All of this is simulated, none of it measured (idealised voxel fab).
process module | voxel ribs on slabs
cross-section cut | 270 nm wide | cells 5 nm
A cross-section is a grid of square cells, given in bands from the top down. A band is one or more rows of cells.
Each band's line starts with the height of the band's top and of its bottom, in nm. Then come its materials from left to right, each with its width in nm. One material with "throughout" fills the band from edge to edge. "air" is empty space.
Height 0 is the level under which the wafer as received is all one material. The lowest band goes on downwards, as in "0 down".
A width such as "30 to 40" changes by the same amount from each row of cells to the next, from the band's top row to its bottom row.
"no change" after a step means that no cell of the cross-section changed.
closed voids: empty space of 8 cells or more with no open way to the top, each as width x height at its distance from the left edge, in nm
after a step's settings: what the simulator itself notes on the step
overlay nm, on a step with a mask: how far to the right of its planned place the mask lay; to the left if negative
Each pair below shows a cross-section before one step and the cross-section after it, down to the lowest band that changed. The line under each pair gives the step between them, with its settings. The pairs can come from different runs of this module on the same starting wafer, so a pair continues from the pair above only where its "before" says so.
before
  0 down: Si throughout
  closed voids: none
after
  30 to 0: SiO2 throughout
  below 0: unchanged
  closed voids: none
the step between: op DIRECTIONAL_DEP | material SiO2 | thk nm 30
before: the cross-section after the pair above
after
  50 to 30: polySi throughout
  below 30: unchanged
  closed voids: none
the step between: op DIRECTIONAL_DEP | material polySi | thk nm 20
before: the cross-section after the pair above
after
  65 to 50: air 125 | resist 20 | air 125
  below 50: unchanged
  closed voids: none
the step between: op PATTERN | tone cover | mask id RIB | material resist | width nm 20 | thk nm 15 | overlay nm 0
before: the cross-section after the pair above
after
  65 to 50: air 125 | resist 20 | air 125
  50 to 45: air 125 | polySi 20 | air 125
  below 45: unchanged
  closed voids: none
the step between: op DIRECTIONAL_ETCH | etch materials polySi | depth nm 5
before: the cross-section after the pair above
after
  50 to 45: air 125 | polySi 20 | air 125
  below 45: unchanged
  closed voids: none
the step between: op STRIP | etch materials resist
before: the cross-section after the pair above
after
  65 to 60: air 125 | aC 20 | air 125
  60 to 50: aC throughout
  50 to 45: aC 125 | polySi 20 | aC 125
  below 45: unchanged
  closed voids: none
the step between: op DIRECTIONAL_DEP | material aC | thk nm 15
before: the cross-section after the pair above
after
  100 to 65: air 110 | resist 50 | air 110
  65 to 60: air 110 | resist 15 | aC 20 | resist 15 | air 110
  below 60: unchanged
  closed voids: none
the step between: op PATTERN | tone cover | mask id SLAB | material resist | width nm 50 | thk nm 35 | overlay nm 0
before: the cross-section after the pair above
after
  85 to 65: air 110 | resist 50 | air 110
  65 to 60: air 110 | resist 15 | aC 20 | resist 15 | air 110
  60 to 50: air 110 | aC 50 | air 110
  50 to 45: air 110 | aC 15 | polySi 20 | aC 15 | air 110
  below 45: unchanged
  closed voids: none
the step between: op DIRECTIONAL_ETCH | etch materials aC | depth nm 15
before: the cross-section after the pair above
after
  65 to 60: air 125 | aC 20 | air 125
  below 60: unchanged
  closed voids: none
the step between: op STRIP | etch materials resist
before: the cross-section after the pair above
after
  65 to 60: air 125 | aC 20 | air 125
  60 to 50: air 110 | aC 50 | air 110
  50 to 45: air 110 | aC 15 | polySi 20 | aC 15 | air 110
  45 to 30: air 110 | polySi 50 | air 110
  below 30: unchanged
  closed voids: none
the step between: op DIRECTIONAL_ETCH | etch materials polySi | depth nm 15
before: the cross-section after the pair above
after
  50 to 45: air 125 | polySi 20 | air 125
  below 45: unchanged
  closed voids: none
the step between: op STRIP | etch materials aC
before: the cross-section after the pair above
after
  75 to 50: SiO2 throughout
  50 to 45: SiO2 125 | polySi 20 | SiO2 125
  45 to 30: SiO2 110 | polySi 50 | SiO2 110
  below 30: unchanged
  closed voids: none
the step between: op FILL_DEP | material SiO2 | thk nm 25
before: the cross-section after the pair above
after
  65 to 50: SiO2 throughout
  below 50: unchanged
  closed voids: none
the step between: op CMP | height nm 65
before: the cross-section after the pair above
after
  70 to 65: TiN throughout
  below 65: unchanged
  closed voids: none
the step between: op DIRECTIONAL_DEP | material TiN | thk nm 5
before: the cross-section after the pair above
after
  85 to 70: air 120 | resist 30 | air 120
  below 70: unchanged
  closed voids: none
the step between: op PATTERN | tone cover | mask id HEATER | material resist | width nm 30 | thk nm 15 | overlay nm 0
before: the cross-section after the pair above
after
  85 to 70: air 120 | resist 30 | air 120
  70 to 65: air 120 | TiN 30 | air 120
  below 65: unchanged
  closed voids: none
the step between: op DIRECTIONAL_ETCH | etch materials TiN | depth nm 5
before: the cross-section after the pair above
after
  70 to 65: air 120 | TiN 30 | air 120
  below 65: unchanged
  closed voids: none
the step between: op STRIP | etch materials resist
before: the cross-section after the pair above
after
  80 to 75: air 110 | SiO2 50 | air 110
  75 to 70: SiO2 throughout
  70 to 65: SiO2 120 | TiN 30 | SiO2 120
  below 65: unchanged
  closed voids: none
the step between: op CONFORMAL_DEP | material SiO2 | thk nm 10
before
  30 to 0: SiO2 throughout
  0 down: Si throughout
  closed voids: none
after
  60 to 0: SiO2 throughout
  below 0: unchanged
  closed voids: none
the step between: op DIRECTIONAL_DEP | material SiO2 | thk nm 30
before: the cross-section after the pair above
after
  80 to 60: polySi throughout
  below 60: unchanged
  closed voids: none
the step between: op DIRECTIONAL_DEP | material polySi | thk nm 20
before: the cross-section after the pair above
after
  95 to 80: air 125 | resist 20 | air 125
  below 80: unchanged
  closed voids: none
the step between: op PATTERN | tone cover | mask id RIB | material resist | width nm 20 | thk nm 15 | overlay nm 0
before: the cross-section after the pair above
after
  95 to 80: air 125 | resist 20 | air 125
  80 to 75: air 125 | polySi 20 | air 125
  below 75: unchanged
  closed voids: none
the step between: op DIRECTIONAL_ETCH | etch materials polySi | depth nm 5
before: the cross-section after the pair above
after
  80 to 75: air 125 | polySi 20 | air 125
  below 75: unchanged
  closed voids: none
the step between: op STRIP | etch materials resist
before: the cross-section after the pair above
after
  95 to 90: air 125 | aC 20 | air 125
  90 to 80: aC throughout
  80 to 75: aC 125 | polySi 20 | aC 125
  below 75: unchanged
  closed voids: none
the step between: op DIRECTIONAL_DEP | material aC | thk nm 15
before: the cross-section after the pair above
after
  130 to 95: air 110 | resist 50 | air 110
  95 to 90: air 110 | resist 15 | aC 20 | resist 15 | air 110
  below 90: unchanged
  closed voids: none
the step between: op PATTERN | tone cover | mask id SLAB | material resist | width nm 50 | thk nm 35 | overlay nm 0
before: the cross-section after the pair above
after
  115 to 95: air 110 | resist 50 | air 110
  95 to 90: air 110 | resist 15 | aC 20 | resist 15 | air 110
  90 to 80: air 110 | aC 50 | air 110
  80 to 75: air 110 | aC 15 | polySi 20 | aC 15 | air 110
  below 75: unchanged
  closed voids: none
the step between: op DIRECTIONAL_ETCH | etch materials aC | depth nm 15
before: the cross-section after the pair above
after
  95 to 90: air 125 | aC 20 | air 125
  below 90: unchanged
  closed voids: none
the step between: op STRIP | etch materials resist
before: the cross-section after the pair above
after
  95 to 90: air 125 | aC 20 | air 125
  90 to 80: air 110 | aC 50 | air 110
  80 to 75: air 110 | aC 15 | polySi 20 | aC 15 | air 110
  75 to 60: air 110 | polySi 50 | air 110
  below 60: unchanged
  closed voids: none
the step between: op DIRECTIONAL_ETCH | etch materials polySi | depth nm 15
before: the cross-section after the pair above
after
  80 to 75: air 125 | polySi 20 | air 125
  below 75: unchanged
  closed voids: none
the step between: op STRIP | etch materials aC
before: the cross-section after the pair above
after
  105 to 80: SiO2 throughout
  80 to 75: SiO2 125 | polySi 20 | SiO2 125
  75 to 60: SiO2 110 | polySi 50 | SiO2 110
  below 60: unchanged
  closed voids: none
the step between: op FILL_DEP | material SiO2 | thk nm 25
before: the cross-section after the pair above
after
  65 to 60: SiO2 110 | polySi 50 | SiO2 110
  below 60: unchanged
  closed voids: none
the step between: op CMP | height nm 65
before: the cross-section after the pair above
after
  70 to 65: TiN throughout
  below 65: unchanged
  closed voids: none
the step between: op DIRECTIONAL_DEP | material TiN | thk nm 5
before: the cross-section after the pair above
after
  85 to 70: air 120 | resist 30 | air 120
  below 70: unchanged
  closed voids: none
the step between: op PATTERN | tone cover | mask id HEATER | material resist | width nm 30 | thk nm 15 | overlay nm 0
before: the cross-section after the pair above
after
  85 to 70: air 120 | resist 30 | air 120
  70 to 65: air 120 | TiN 30 | air 120
  below 65: unchanged
  closed voids: none
the step between: op DIRECTIONAL_ETCH | etch materials TiN | depth nm 5
before: the cross-section after the pair above
after
  70 to 65: air 120 | TiN 30 | air 120
  below 65: unchanged
  closed voids: none
the step between: op STRIP | etch materials resist
before: the cross-section after the pair above
after
  80 to 75: air 110 | SiO2 50 | air 110
  75 to 70: SiO2 throughout
  70 to 65: SiO2 120 | TiN 30 | SiO2 120
  below 65: unchanged
  closed voids: none
the step between: op CONFORMAL_DEP | material SiO2 | thk nm 10
before
  65 to 50: air 125 | resist 20 | air 125
  50 to 45: air 125 | polySi 20 | air 125
  45 to 30: polySi throughout
  30 to 0: SiO2 throughout
  0 down: Si throughout
  closed voids: none
after
  80 to 65: air 125 | aC 20 | air 125
  65 to 60: air 125 | resist 20 | air 125
  60 to 50: aC 125 | resist 20 | aC 125
  50 to 45: aC 125 | polySi 20 | aC 125
  below 45: unchanged
  closed voids: none
the step between: op DIRECTIONAL_DEP | material aC | thk nm 15
before: the cross-section after the pair above
after
  60 to 50: aC 125 | air 20 | aC 125
  below 50: unchanged
  closed voids: none
the step between: op STRIP | etch materials resist
before: the cross-section after the pair above
after
  95 to 60: air 110 | resist 50 | air 110
  60 to 50: aC 125 | resist 20 | aC 125
  below 50: unchanged
  closed voids: none
the step between: op PATTERN | tone cover | mask id SLAB | material resist | width nm 50 | thk nm 35 | overlay nm 0
before: the cross-section after the pair above
after
  80 to 60: air 110 | resist 50 | air 110
  60 to 50: air 110 | aC 15 | resist 20 | aC 15 | air 110
  50 to 45: air 110 | aC 15 | polySi 20 | aC 15 | air 110
  below 45: unchanged
  closed voids: none
the step between: op DIRECTIONAL_ETCH | etch materials aC | depth nm 15
before: the cross-section after the pair above
after
  60 to 50: air 110 | aC 15 | air 20 | aC 15 | air 110
  below 50: unchanged
  closed voids: none
the step between: op STRIP | etch materials resist
before: the cross-section after the pair above
after
  60 to 45: air 110 | aC 15 | air 20 | aC 15 | air 110
  45 to 35: air 110 | polySi 15 | air 20 | polySi 15 | air 110
  35 to 30: air 110 | polySi 50 | air 110
  below 30: unchanged
  closed voids: none
the step between: op DIRECTIONAL_ETCH | etch materials polySi | depth nm 15
before: the cross-section after the pair above
after
  45 to 35: air 110 | polySi 15 | air 20 | polySi 15 | air 110
  below 35: unchanged
  closed voids: none
the step between: op STRIP | etch materials aC
before: the cross-section after the pair above
after
  70 to 45: SiO2 throughout
  45 to 35: SiO2 110 | polySi 15 | SiO2 20 | polySi 15 | SiO2 110
  35 to 30: SiO2 110 | polySi 50 | SiO2 110
  below 30: unchanged
  closed voids: none
the step between: op FILL_DEP | material SiO2 | thk nm 25
before: the cross-section after the pair above
after
  65 to 45: SiO2 throughout
  below 45: unchanged
  closed voids: none
the step between: op CMP | height nm 65
before: the cross-section after the pair above
after
  70 to 65: TiN throughout
  below 65: unchanged
  closed voids: none
the step between: op DIRECTIONAL_DEP | material TiN | thk nm 5
before: the cross-section after the pair above
after
  85 to 70: air 120 | resist 30 | air 120
  below 70: unchanged
  closed voids: none
the step between: op PATTERN | tone cover | mask id HEATER | material resist | width nm 30 | thk nm 15 | overlay nm 0
before: the cross-section after the pair above
after
  85 to 70: air 120 | resist 30 | air 120
  70 to 65: air 120 | TiN 30 | air 120
  below 65: unchanged
  closed voids: none
the step between: op DIRECTIONAL_ETCH | etch materials TiN | depth nm 5
before: the cross-section after the pair above
after
  70 to 65: air 120 | TiN 30 | air 120
  below 65: unchanged
  closed voids: none
the step between: op STRIP | etch materials resist
before: the cross-section after the pair above
after
  80 to 75: air 110 | SiO2 50 | air 110
  75 to 70: SiO2 throughout
  70 to 65: SiO2 120 | TiN 30 | SiO2 120
  below 65: unchanged
  closed voids: none
the step between: op CONFORMAL_DEP | material SiO2 | thk nm 10
before
  70 to 65: air 120 | TiN 30 | air 120
  65 to 50: SiO2 throughout
  50 to 45: SiO2 125 | polySi 20 | SiO2 125
  45 to 30: SiO2 110 | polySi 50 | SiO2 110
  30 to 0: SiO2 throughout
  0 down: Si throughout
  closed voids: none
after
  75 to 70: air 115 | SiO2 40 | air 115
  70 to 65: SiO2 120 | TiN 30 | SiO2 120
  below 65: unchanged
  closed voids: none
the step between: op CONFORMAL_DEP | material SiO2 | thk nm 5
before
  70 to 65: TiN throughout
  65 to 50: SiO2 throughout
  50 to 45: SiO2 125 | polySi 20 | SiO2 125
  45 to 30: SiO2 110 | polySi 50 | SiO2 110
  30 to 0: SiO2 throughout
  0 down: Si throughout
  closed voids: none
after
  85 to 70: air 125 | resist 20 | air 125
  below 70: unchanged
  closed voids: none
the step between: op PATTERN | tone cover | mask id HEATER | material resist | width nm 20 | thk nm 15 | overlay nm 0
before: the cross-section after the pair above
after
  85 to 70: air 125 | resist 20 | air 125
  70 to 65: air 125 | TiN 20 | air 125
  below 65: unchanged
  closed voids: none
the step between: op DIRECTIONAL_ETCH | etch materials TiN | depth nm 5
before: the cross-section after the pair above
after
  70 to 65: air 125 | TiN 20 | air 125
  below 65: unchanged
  closed voids: none
the step between: op STRIP | etch materials resist
before: the cross-section after the pair above
after
  80 to 75: air 115 | SiO2 40 | air 115
  75 to 70: SiO2 throughout
  70 to 65: SiO2 125 | TiN 20 | SiO2 125
  below 65: unchanged
  closed voids: none
the step between: op CONFORMAL_DEP | material SiO2 | thk nm 10
before
  65 to 60: air 125 | aC 20 | air 125
  60 to 50: aC throughout
  50 to 45: aC 125 | polySi 20 | aC 125
  45 to 30: polySi throughout
  30 to 0: SiO2 throughout
  0 down: Si throughout
  closed voids: none
after
  100 to 65: air 105 | resist 50 | air 115
  65 to 60: air 105 | resist 20 | aC 20 | resist 10 | air 115
  below 60: unchanged
  closed voids: none
the step between: op PATTERN | tone cover | mask id SLAB | material resist | width nm 50 | thk nm 35 | overlay nm -5
before: the cross-section after the pair above
after
  85 to 65: air 105 | resist 50 | air 115
  65 to 60: air 105 | resist 20 | aC 20 | resist 10 | air 115
  60 to 50: air 105 | aC 50 | air 115
  50 to 45: air 105 | aC 20 | polySi 20 | aC 10 | air 115
  below 45: unchanged
  closed voids: none
the step between: op DIRECTIONAL_ETCH | etch materials aC | depth nm 15
before: the cross-section after the pair above
after
  65 to 60: air 125 | aC 20 | air 125
  below 60: unchanged
  closed voids: none
the step between: op STRIP | etch materials resist
before: the cross-section after the pair above
after
  65 to 60: air 125 | aC 20 | air 125
  60 to 50: air 105 | aC 50 | air 115
  50 to 45: air 105 | aC 20 | polySi 20 | aC 10 | air 115
  45 to 30: air 105 | polySi 50 | air 115
  below 30: unchanged
  closed voids: none
the step between: op DIRECTIONAL_ETCH | etch materials polySi | depth nm 15
before: the cross-section after the pair above
after
  50 to 45: air 125 | polySi 20 | air 125
  below 45: unchanged
  closed voids: none
the step between: op STRIP | etch materials aC
before: the cross-section after the pair above
after
  75 to 50: SiO2 throughout
  50 to 45: SiO2 125 | polySi 20 | SiO2 125
  45 to 30: SiO2 105 | polySi 50 | SiO2 115
  below 30: unchanged
  closed voids: none
the step between: op FILL_DEP | material SiO2 | thk nm 25
before: the cross-section after the pair above
after
  65 to 50: SiO2 throughout
  below 50: unchanged
  closed voids: none
the step between: op CMP | height nm 65
before: the cross-section after the pair above
after
  70 to 65: TiN throughout
  below 65: unchanged
  closed voids: none
the step between: op DIRECTIONAL_DEP | material TiN | thk nm 5
before: the cross-section after the pair above
after
  85 to 70: air 120 | resist 30 | air 120
  below 70: unchanged
  closed voids: none
the step between: op PATTERN | tone cover | mask id HEATER | material resist | width nm 30 | thk nm 15 | overlay nm 0
before: the cross-section after the pair above
after
  85 to 70: air 120 | resist 30 | air 120
  70 to 65: air 120 | TiN 30 | air 120
  below 65: unchanged
  closed voids: none
the step between: op DIRECTIONAL_ETCH | etch materials TiN | depth nm 5
before: the cross-section after the pair above
after
  70 to 65: air 120 | TiN 30 | air 120
  below 65: unchanged
  closed voids: none
the step between: op STRIP | etch materials resist
before: the cross-section after the pair above
after
  80 to 75: air 110 | SiO2 50 | air 110
  75 to 70: SiO2 throughout
  70 to 65: SiO2 120 | TiN 30 | SiO2 120
  below 65: unchanged
  closed voids: none
the step between: op CONFORMAL_DEP | material SiO2 | thk nm 10
before
  70 to 65: air 120 | TiN 30 | air 120
  65 to 50: SiO2 throughout
  50 to 45: SiO2 125 | polySi 20 | SiO2 125
  45 to 30: SiO2 110 | polySi 50 | SiO2 110
  30 to 0: SiO2 throughout
  0 down: Si throughout
  closed voids: none
after
  80 to 75: air 110 | TiN 50 | air 110
  75 to 65: TiN throughout
  below 65: unchanged
  closed voids: none
the step between: op CONFORMAL_DEP | material TiN | thk nm 10
before
  50 to 30: polySi throughout
  30 to 0: SiO2 throughout
  0 down: Si throughout
  closed voids: none
after
  65 to 50: resist 125 | air 20 | resist 125
  below 50: unchanged
  closed voids: none
the step between: op PATTERN | tone open | mask id RIB | material resist | width nm 20 | thk nm 15 | overlay nm 0
before: the cross-section after the pair above
after
  65 to 50: resist 125 | air 20 | resist 125
  50 to 45: polySi 125 | air 20 | polySi 125
  below 45: unchanged
  closed voids: none
the step between: op DIRECTIONAL_ETCH | etch materials polySi | depth nm 5
before: the cross-section after the pair above
after
  50 to 45: polySi 125 | air 20 | polySi 125
  below 45: unchanged
  closed voids: none
the step between: op STRIP | etch materials resist
before: the cross-section after the pair above
after
  65 to 60: aC 125 | air 20 | aC 125
  60 to 50: aC throughout
  50 to 45: polySi 125 | aC 20 | polySi 125
  below 45: unchanged
  closed voids: none
the step between: op DIRECTIONAL_DEP | material aC | thk nm 15
before: the cross-section after the pair above
after
  100 to 65: air 110 | resist 50 | air 110
  65 to 60: aC 125 | resist 20 | aC 125
  below 60: unchanged
  closed voids: none
the step between: op PATTERN | tone cover | mask id SLAB | material resist | width nm 50 | thk nm 35 | overlay nm 0
before: the cross-section after the pair above
after
  85 to 65: air 110 | resist 50 | air 110
  65 to 60: air 110 | aC 15 | resist 20 | aC 15 | air 110
  60 to 50: air 110 | aC 50 | air 110
  below 50: unchanged
  closed voids: none
the step between: op DIRECTIONAL_ETCH | etch materials aC | depth nm 15
before: the cross-section after the pair above
after
  65 to 60: air 110 | aC 15 | air 20 | aC 15 | air 110
  below 60: unchanged
  closed voids: none
the step between: op STRIP | etch materials resist
before: the cross-section after the pair above
after
  65 to 60: air 110 | aC 15 | air 20 | aC 15 | air 110
  60 to 50: air 110 | aC 50 | air 110
  50 to 45: air 110 | polySi 15 | aC 20 | polySi 15 | air 110
  45 to 35: air 110 | polySi 50 | air 110
  below 35: unchanged
  closed voids: none
the step between: op DIRECTIONAL_ETCH | etch materials polySi | depth nm 15
before: the cross-section after the pair above
after
  50 to 45: air 110 | polySi 15 | air 20 | polySi 15 | air 110
  below 45: unchanged
  closed voids: none
the step between: op STRIP | etch materials aC
before: the cross-section after the pair above
after
  75 to 50: SiO2 throughout
  50 to 45: SiO2 110 | polySi 15 | SiO2 20 | polySi 15 | SiO2 110
  45 to 35: SiO2 110 | polySi 50 | SiO2 110
  below 35: unchanged
  closed voids: none
the step between: op FILL_DEP | material SiO2 | thk nm 25
before: the cross-section after the pair above
after
  65 to 50: SiO2 throughout
  below 50: unchanged
  closed voids: none
the step between: op CMP | height nm 65
before: the cross-section after the pair above
after
  70 to 65: TiN throughout
  below 65: unchanged
  closed voids: none
the step between: op DIRECTIONAL_DEP | material TiN | thk nm 5
before: the cross-section after the pair above
after
  85 to 70: air 120 | resist 30 | air 120
  below 70: unchanged
  closed voids: none
the step between: op PATTERN | tone cover | mask id HEATER | material resist | width nm 30 | thk nm 15 | overlay nm 0
before: the cross-section after the pair above
after
  85 to 70: air 120 | resist 30 | air 120
  70 to 65: air 120 | TiN 30 | air 120
  below 65: unchanged
  closed voids: none
the step between: op DIRECTIONAL_ETCH | etch materials TiN | depth nm 5
before: the cross-section after the pair above
after
  70 to 65: air 120 | TiN 30 | air 120
  below 65: unchanged
  closed voids: none
the step between: op STRIP | etch materials resist
before: the cross-section after the pair above
after
  80 to 75: air 110 | SiO2 50 | air 110
  75 to 70: SiO2 throughout
  70 to 65: SiO2 120 | TiN 30 | SiO2 120
  below 65: unchanged
  closed voids: none
the step between: op CONFORMAL_DEP | material SiO2 | thk nm 10
